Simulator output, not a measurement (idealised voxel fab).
The name of this process module is voxel ribs on slabs.
We display cut, a cross-section 195 nm in width whose square cells are each 5 nm.
Cross-section = grid of square cells, listed top down in bands; band = one or more rows. The entry gives the band's vertical extent as a top height and a bottom height in nm, then its horizontal make-up as materials from left to right, each with a width in nm. "blank" stands for empty space; a single material marked "all across" fills the band edge to edge. All heights in this document are referenced to 0, defined as the level beneath which the wafer, as received, consists entirely of one material. The lowest band is not bounded below; it extends indefinitely downward and is written in the form "top 0, no bottom". Quick explanation for "30..40": the width changes in equal steps down the rows of cells, from the first number in the band's top row to the second number in its bottom row. Take "changes: none" at face value: in the step it is given for, the cross-section changed in none of its cells. If an empty space has no open way to the top and is at least 8 cells in size, "Unvented internal voids" lists it, written width x height at distance, where distance is measured from the left edge and every value is in nm. On a step's line, text after the settings is the simulator commenting on that step. The setting "overlay nm" may be written on the line of a step. When the step uses a mask, the value reports how far to the right of the planned place the mask lay, and a negative value reports that it lay to the left.

Intended process steps
- 1: RECEIVE, material Si
- 2: DIRECTIONAL_DEP, material SiO2, thk nm 25
- 3: DIRECTIONAL_DEP, material SiN, thk nm 20
- 4: DIRECTIONAL_DEP, material aC, thk nm 15
- 5: PATTERN, tone cover, mask id RIB, material resist, width nm 25, thk nm 30, overlay nm 0
- 6: DIRECTIONAL_ETCH, etch materials aC, depth nm 15
- 7: STRIP, etch materials resist
- 8: DIRECTIONAL_ETCH, etch materials SiN, depth nm 5
- 9: STRIP, etch materials aC
- 10: MASKED_ETCH, tone cover, mask id SLAB, width nm 75, etch materials SiN, depth nm 15, overlay nm 0
- 11: FILL_DEP, material SiO2, thk nm 20
- 12: CMP, height nm 60
- 13: DIRECTIONAL_DEP, material W, thk nm 5
- 14: PATTERN, tone cover, mask id HEATER, material resist, width nm 35, thk nm 20, overlay nm 0
- 15: DIRECTIONAL_ETCH, etch materials W, depth nm 5
- 16: STRIP, etch materials resist
- 17: CONFORMAL_DEP, material SiO2, thk nm 10

As-received wafer cross-section (after step 1)
    top 0, no bottom | Si all across
    Unvented internal voids: none

The module was run from the start shown above using the plan shown above, but one mistake was made doing it; the resulting wafer cross-section is below
    top 75, bottom 70 | blank (60); SiO2 (55); blank (80)
    top 70, bottom 65 | SiO2 all across
    top 65, bottom 60 | SiO2 (70); W (35); SiO2 (90)
    top 60, bottom 45 | SiO2 all across
    top 45, bottom 40 | SiO2 (85); SiN (25); SiO2 (85)
    top 40, bottom 25 | SiO2 (60); SiN (75); SiO2 (60)
    top 25, bottom 0 | SiO2 all across
    top 0, no bottom | Si all across
    Unvented internal voids: none
What broke from the plan during processing? so step 14 ended up running with a different setting than we planned, it ran as PATTERN, tone cover, mask id HEATER, material resist, width nm 35, thk nm 20, overlay nm -10
